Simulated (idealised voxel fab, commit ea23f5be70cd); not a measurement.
The name of this process module is voxel self aligned vias.
Shown is cross-section cut, with a width of 200 nm and square cells of size 5 nm.
Cross-section layout: square cells on a grid; listed as bands, top to bottom; a band spans one or more cell rows.
In this notation a band is specified by the heights of its top and bottom, in that order and in nm, after which its materials appear from left to right, each paired with its width in nm. The word "all across" attached to a single material means that material fills the band from edge to edge; the word "blank" stands for empty space.
Basically, 0 is our baseline, since under it the wafer straight out of the box is all one material. The bottom band has no lower end and keeps on going down, so it looks like "0 and below".
You'd read "30->40" like this: the band's top row of cells is as wide as the first number, its bottom row is as wide as the second, and going down, every row changes width by the same amount as the row before did.
"identical to before" means the step left every cell of the cross-section as it was.
So "Sealed voids" is basically the list of trapped voids: any empty space of 8 cells or more that can't reach the top through an opening. They're written width x height at distance, the distance being from the left edge, and it's all nm.
Note: text after step settings on the step line = simulator remark on that step.
A step line may carry the setting "overlay nm", which, for steps involving a mask, states the distance by which the mask lay to the right of its intended position; negative values denote displacement to the left.

HERE'S WHAT THE PLANNED PROCESS STEPS LOOK LIKE
1. RECEIVE [material Si]
2. CONFORMAL_DEP [material SiO2] [thk nm 15]
3. CONFORMAL_DEP [material SiCN] [thk nm 5]
4. DIRECTIONAL_DEP [material SiO2] [thk nm 20]
5. DIRECTIONAL_DEP [material aC] [thk nm 10]
6. PATTERN [tone open] [mask id LINES] [material resist] [width nm 20] [pitch nm 70] [thk nm 25] [overlay nm 0]
7. DIRECTIONAL_ETCH [etch materials aC] [depth nm 10]
8. STRIP [etch materials resist]
9. DIRECTIONAL_ETCH [etch materials SiO2] [depth nm 20]
10. STRIP [etch materials aC]
11. CONFORMAL_DEP [material TiN] [thk nm 5]
12. FILL_DEP [material Ru] [thk nm 10]
13. CMP [height nm 40]
14. SELECTIVE_ETCH [etch materials W Ru TiN] [depth nm 5]
15. FILL_DEP [material SiN] [thk nm 10]
16. CMP [height nm 40]
17. DIRECTIONAL_DEP [material SiO2] [thk nm 15]
18. MASKED_ETCH [tone open] [mask id VIAS] [width nm 40] [etch materials SiO2] [depth nm 15] [overlay nm 0]
19. MASKED_ETCH [tone open] [mask id VIAS] [width nm 40] [etch materials SiN] [depth nm 5] [overlay nm 0]
20. CONFORMAL_DEP [material TiN] [thk nm 5]
21. FILL_DEP [material Cu] [thk nm 10]
22. CMP [height nm 55]
23. CONFORMAL_DEP [material SiCN] [thk nm 5]

HERE'S WHAT THE WAFER LOOKED LIKE IN CROSS-SECTION WHEN IT ARRIVED - THAT'S AFTER STEP 1
	0 and below  Si all across
	Sealed voids: none

CROSS-SECTION, FIRST OF TWO WAFERS, END OF MODULE, RUN AS PLANNED
	60 down to 55  SiCN all across
	55 down to 45  SiO2: 45 / TiN: 5 / Cu: 30 / TiN: 5 / SiO2: 115
	45 down to 40  SiO2: 45 / TiN: 15 / Cu: 10 / TiN: 15 / SiO2: 115
	40 down to 35  SiO2: 55 / TiN: 20 / SiO2: 50 / SiN: 20 / SiO2: 55
	35 down to 25  SiO2: 55 / TiN: 5 / Ru: 10 / TiN: 5 / SiO2: 50 / TiN: 5 / Ru: 10 / TiN: 5 / SiO2: 55
	25 down to 20  SiO2: 55 / TiN: 20 / SiO2: 50 / TiN: 20 / SiO2: 55
	20 down to 15  SiCN all across
	15 down to 0  SiO2 all across
	0 and below  Si all across
	Sealed voids: none

WAFER TWO, END OF MODULE, CROSS-SECTION. SAME START, SAME PLAN AS WAFER ONE. ONE MISTAKE IN THE RUN
	60 down to 55  SiCN all across
	55 down to 45  SiO2: 45 / TiN: 5 / Cu: 30 / TiN: 5 / SiO2: 115
	45 down to 40  SiO2: 45 / TiN: 40 / SiO2: 115
	40 down to 35  SiN: 45 / TiN: 10 / SiO2: 20 / TiN: 10 / SiN: 40 / SiO2: 20 / SiN: 55
	35 down to 25  Ru: 50 / TiN: 5 / SiO2: 20 / TiN: 5 / Ru: 40 / TiN: 5 / SiO2: 20 / TiN: 5 / Ru: 50
	25 down to 20  TiN: 55 / SiO2: 20 / TiN: 50 / SiO2: 20 / TiN: 55
	20 down to 15  SiCN all across
	15 down to 0  SiO2 all across
	0 and below  Si all across
	Sealed voids: none
Error vs. plan: heads up, step 6 didn't go per plan, it actually ran as PATTERN [tone cover] [mask id LINES] [material resist] [width nm 20] [pitch nm 70] [thk nm 25] [overlay nm 0]
Final cells, second wafer relative to first, materials higher or lower: Cu: 2 fewer; Ru: 48 more; SiN: 24 more; SiO2: 96 fewer; TiN: 26 more
